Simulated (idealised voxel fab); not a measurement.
Presented below is a process module, voxel wiring stack.
The cross-section shown here is cut; it is 195 nm wide and divided into square cells measuring 5 nm on a side.
For the purposes of this document, a cross-section shall be understood as a grid of square cells, specified as bands listed in top-to-bottom order, each band consisting of one or more rows of cells. Heights first: top, then bottom, in nm. Then materials, left to right, each with a width in nm. "throughout" on a single material: fills the band edge to edge. "air": empty space. All heights in this document are referenced to 0, defined as the level beneath which the wafer, as received, consists entirely of one material. The lowest band is not bounded below; it extends indefinitely downward and is written in the form "0 nm and below". Read "30..40" as a graded width: first number on top, second number at the bottom, same change between each pair of neighbouring rows. "identical to before" means the step left every cell of the cross-section as it was. Any empty space of 8 cells or more lacking an open way to the top shows up in "Enclosed empty spaces" as width x height at distance, distance from the left edge, in nm. Where a step's line continues beyond its settings, the continuation is a remark by the simulator itself on that step. A step line may carry the setting "overlay nm", which, for steps involving a mask, states the distance by which the mask lay to the right of its intended position; negative values denote displacement to the left.
Listed below are the process steps as planned
step 1: RECEIVE, material Si
step 2: CONFORMAL_DEP, material SiO2, thk nm 10
step 3: DIRECTIONAL_DEP, material TiN, thk nm 5
step 4: DIRECTIONAL_DEP, material Ru, thk nm 20
step 5: PATTERN, tone cover, mask id METAL_1, material resist, width nm 30, pitch nm 45, thk nm 15, overlay nm 0
step 6: DIRECTIONAL_ETCH, etch materials Ru, depth nm 20
step 7: DIRECTIONAL_ETCH, etch materials TiN, depth nm 5
step 8: STRIP, etch materials resist
step 9: FILL_DEP, material lowk, thk nm 10
step 10: CMP, height nm 35
step 11: CONFORMAL_DEP, material SiCN, thk nm 5
step 12: DIRECTIONAL_DEP, material lowk, thk nm 20
step 13: DIRECTIONAL_DEP, material aC, thk nm 15
step 14: PATTERN, tone open, mask id PLUG_1, material resist, width nm 15, pitch nm 45, thk nm 35, overlay nm 0
step 15: DIRECTIONAL_ETCH, etch materials aC, depth nm 15
step 16: STRIP, etch materials resist
step 17: DIRECTIONAL_ETCH, etch materials lowk, depth nm 20
step 18: DIRECTIONAL_ETCH, etch materials SiCN, depth nm 5
step 19: STRIP, etch materials aC
step 20: CONFORMAL_DEP, material TiN, thk nm 5
step 21: FILL_DEP, material Ru, thk nm 10
step 22: CMP, height nm 60
step 23: DIRECTIONAL_DEP, material TiN, thk nm 5
step 24: DIRECTIONAL_DEP, material W, thk nm 15
step 25: PATTERN, tone cover, mask id METAL_2, material resist, width nm 30, pitch nm 45, thk nm 15, overlay nm 0
step 26: DIRECTIONAL_ETCH, etch materials W, depth nm 15
step 27: DIRECTIONAL_ETCH, etch materials TiN, depth nm 5
step 28: STRIP, etch materials resist
step 29: FILL_DEP, material lowk, thk nm 10
step 30: CMP, height nm 80
step 31: CONFORMAL_DEP, material SiCN, thk nm 5
step 32: DIRECTIONAL_DEP, material SiO2, thk nm 35
step 33: DIRECTIONAL_DEP, material aC, thk nm 10
step 34: PATTERN, tone open, mask id METAL_3, material resist, width nm 30, pitch nm 45, thk nm 30, overlay nm 0
step 35: DIRECTIONAL_ETCH, etch materials aC, depth nm 10
step 36: STRIP, etch materials resist
step 37: DIRECTIONAL_ETCH, etch materials SiO2, depth nm 20
step 38: STRIP, etch materials aC
step 39: DIRECTIONAL_DEP, material aC, thk nm 15
step 40: PATTERN, tone open, mask id METAL_3_HOLES, material resist, width nm 15, pitch nm 90, thk nm 30, overlay nm 0
step 41: DIRECTIONAL_ETCH, etch materials aC, depth nm 15
step 42: STRIP, etch materials resist
step 43: DIRECTIONAL_ETCH, etch materials SiO2, depth nm 15
step 44: DIRECTIONAL_ETCH, etch materials SiCN, depth nm 5
step 45: STRIP, etch materials aC
step 46: CONFORMAL_DEP, material TiN, thk nm 5
step 47: FILL_DEP, material Ru, thk nm 5
step 48: CMP, height nm 120
step 49: CONFORMAL_DEP, material SiCN, thk nm 5
Here's what the wafer looked like in cross-section when it arrived - that's after step 1
	0 nm and below | Si throughout
	Enclosed empty spaces: none
As-planned run: cross-section of the first of two wafers at end of module
	125 nm to 120 nm | SiCN throughout
	120 nm to 105 nm | SiO2 (15) | TiN (5) | Ru (20) | TiN (5) | SiO2 (15) | TiN (5) | Ru (20) | TiN (5) | SiO2 (15) | TiN (5) | Ru (20) | TiN (5) | SiO2 (15) | TiN (5) | Ru (20) | TiN (5) | SiO2 (15)
	105 nm to 100 nm | SiO2 (15) | TiN (5) | Ru (5) | TiN (20) | SiO2 (15) | TiN (30) | SiO2 (15) | TiN (5) | Ru (5) | TiN (20) | SiO2 (15) | TiN (30) | SiO2 (15)
	100 nm to 85 nm | SiO2 (15) | TiN (5) | Ru (5) | TiN (5) | SiO2 (75) | TiN (5) | Ru (5) | TiN (5) | SiO2 (75)
	85 nm to 80 nm | SiCN (15) | TiN (15) | SiCN (75) | TiN (15) | SiCN (75)
	80 nm to 65 nm | lowk (15) | W (30) | lowk (15) | W (30) | lowk (15) | W (30) | lowk (15) | W (30) | lowk (15)
	65 nm to 60 nm | lowk (15) | TiN (30) | lowk (15) | TiN (30) | lowk (15) | TiN (30) | lowk (15) | TiN (30) | lowk (15)
	60 nm to 40 nm | lowk (15) | TiN (5) | Ru (5) | TiN (5) | lowk (30) | TiN (5) | Ru (5) | TiN (5) | lowk (30) | TiN (5) | Ru (5) | TiN (5) | lowk (30) | TiN (5) | Ru (5) | TiN (5) | lowk (30)
	40 nm to 35 nm | SiCN (15) | TiN (15) | SiCN (30) | TiN (15) | SiCN (30) | TiN (15) | SiCN (30) | TiN (15) | SiCN (30)
	35 nm to 15 nm | lowk (15) | Ru (30) | lowk (15) | Ru (30) | lowk (15) | Ru (30) | lowk (15) | Ru (30) | lowk (15)
	15 nm to 10 nm | lowk (15) | TiN (30) | lowk (15) | TiN (30) | lowk (15) | TiN (30) | lowk (15) | TiN (30) | lowk (15)
	10 nm to 0 nm | SiO2 throughout
	0 nm and below | Si throughout
	Enclosed empty spaces: none
Here is the second of the two wafers cut open at the end of the module - same start, same plan as the first one, but we made one mistake running it
	125 nm to 120 nm | SiCN throughout
	120 nm to 105 nm | SiO2 (15) | TiN (5) | Ru (20) | TiN (5) | SiO2 (15) | TiN (5) | Ru (20) | TiN (5) | SiO2 (15) | TiN (5) | Ru (20) | TiN (5) | SiO2 (15) | TiN (5) | Ru (20) | TiN (5) | SiO2 (15)
	105 nm to 100 nm | SiO2 (15) | TiN (10) | Ru (5) | TiN (15) | SiO2 (15) | TiN (30) | SiO2 (15) | TiN (10) | Ru (5) | TiN (15) | SiO2 (15) | TiN (30) | SiO2 (15)
	100 nm to 85 nm | SiO2 (20) | TiN (5) | Ru (5) | TiN (5) | SiO2 (75) | TiN (5) | Ru (5) | TiN (5) | SiO2 (70)
	85 nm to 80 nm | SiCN (20) | TiN (15) | SiCN (75) | TiN (15) | SiCN (70)
	80 nm to 65 nm | lowk (15) | W (30) | lowk (15) | W (30) | lowk (15) | W (30) | lowk (15) | W (30) | lowk (15)
	65 nm to 60 nm | lowk (15) | TiN (30) | lowk (15) | TiN (30) | lowk (15) | TiN (30) | lowk (15) | TiN (30) | lowk (15)
	60 nm to 40 nm | lowk (15) | TiN (5) | Ru (5) | TiN (5) | lowk (30) | TiN (5) | Ru (5) | TiN (5) | lowk (30) | TiN (5) | Ru (5) | TiN (5) | lowk (30) | TiN (5) | Ru (5) | TiN (5) | lowk (30)
	40 nm to 35 nm | SiCN (15) | TiN (15) | SiCN (30) | TiN (15) | SiCN (30) | TiN (15) | SiCN (30) | TiN (15) | SiCN (30)
	35 nm to 15 nm | lowk (15) | Ru (30) | lowk (15) | Ru (30) | lowk (15) | Ru (30) | lowk (15) | Ru (30) | lowk (15)
	15 nm to 10 nm | lowk (15) | TiN (30) | lowk (15) | TiN (30) | lowk (15) | TiN (30) | lowk (15) | TiN (30) | lowk (15)
	10 nm to 0 nm | SiO2 throughout
	0 nm and below | Si throughout
	Enclosed empty spaces: none
Misprocessing identified: note that step 40 departed from the planned setting and was carried out as PATTERN, tone open, mask id METAL_3_HOLES, material resist, width nm 15, pitch nm 90, thk nm 30, overlay nm 5
Matching per-material cell counts, mismatched positions: that is how the second wafer compares with the first at the end.
